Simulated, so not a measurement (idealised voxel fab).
Herein follows the process module entitled voxel plated lines.
We display cut, a cross-section 185 nm in width whose square cells are each 5 nm.
A cross-section in this document is a grid of square cells, and it is written down as bands, the top band listed before the ones below it; a band is made up of one or more rows of cells. Band: top height; bottom height; in nm. Then, left to right: material with width in nm, for each material. "edge to edge": a single material spanning edge to edge. "empty": empty space. The level at which height equals 0 is the one under which the wafer, as it arrives, is entirely one material. No lower edge exists for the bottom band, which continues downward and is notated as in "0 and below". Quick explanation for "30->40": the width changes in equal steps down the rows of cells, from the first number in the band's top row to the second number in its bottom row. A step reported as "nothing was modified" is a step in which no cell of the cross-section changed. This entry, "Voids lacking openings", enumerates those empty regions of no fewer than 8 cells that possess no open connection to the top. Each region is reported in the form width x height at distance, the distance being taken from the left edge, with all three quantities expressed in nm. What comes after the settings on a step's line is commentary from the simulator itself on that step. overlay nm: mask right of planned place by this much (step with mask). Neg. = left.

### Planned process steps
| 1 | RECEIVE,material Si |
| 2 | CONFORMAL_DEP,material Al2O3,thk nm 5 |
| 3 | DIRECTIONAL_DEP,material TiN,thk nm 5 |
| 4 | PATTERN,tone open,mask id LINES,material resist,width nm 15,pitch nm 40,thk nm 20,overlay nm 0 |
| 5 | EPI,material Ru,thk nm 10 |
| 6 | STRIP,etch materials resist |
| 7 | DIRECTIONAL_ETCH,etch materials TiN,depth nm 5 |
| 8 | CONFORMAL_DEP,material SiN,thk nm 5 |
varied across the wafers: width nm of step 4. The plan shows the first wafer's value. All wafers start alike

### So this is the first of several wafers, cross-sectioned as it came to us, meaning it's at the end of step 1
    0 and below = Si edge to edge
    Voids lacking openings: none

### Last step of the module is step 8; after it, the first of several wafers in cross-section
    25 down to 20 = empty 60 nm | SiN 25 nm | empty 15 nm | SiN 25 nm | empty 60 nm
    20 down to 10 = empty 60 nm | SiN 5 nm | Ru 15 nm | SiN 5 nm | empty 15 nm | SiN 5 nm | Ru 15 nm | SiN 5 nm | empty 60 nm
    10 down to 5 = SiN 65 nm | TiN 15 nm | SiN 25 nm | TiN 15 nm | SiN 65 nm
    5 down to 0 = Al2O3 edge to edge
    0 and below = Si edge to edge
    Voids lacking openings: none

### Wafer cross-section (last wafer, module end)
    25 down to 20 = empty 55 nm | SiN 35 nm | empty 5 nm | SiN 35 nm | empty 55 nm
    20 down to 10 = empty 55 nm | SiN 5 nm | Ru 25 nm | SiN 5 nm | empty 5 nm | SiN 5 nm | Ru 25 nm | SiN 5 nm | empty 55 nm
    10 down to 5 = SiN 60 nm | TiN 25 nm | SiN 15 nm | TiN 25 nm | SiN 60 nm
    5 down to 0 = Al2O3 edge to edge
    0 and below = Si edge to edge
    Voids lacking openings: none

### The following table contains a row per wafer, in which are reported, at the conclusion of the module, the cells of each material gained (+) or lost (-) since the wafer's receipt, with its closed voids given thereafter
width nm 15 | +37 Al2O3 | +12 Ru | +49 SiN | +6 TiN | Voids lacking openings: none
width nm 20 | +37 Al2O3 | +16 Ru | +49 SiN | +8 TiN | Voids lacking openings: none
width nm 25 | +37 Al2O3 | +20 Ru | +49 SiN | +10 TiN | Voids lacking openings: none
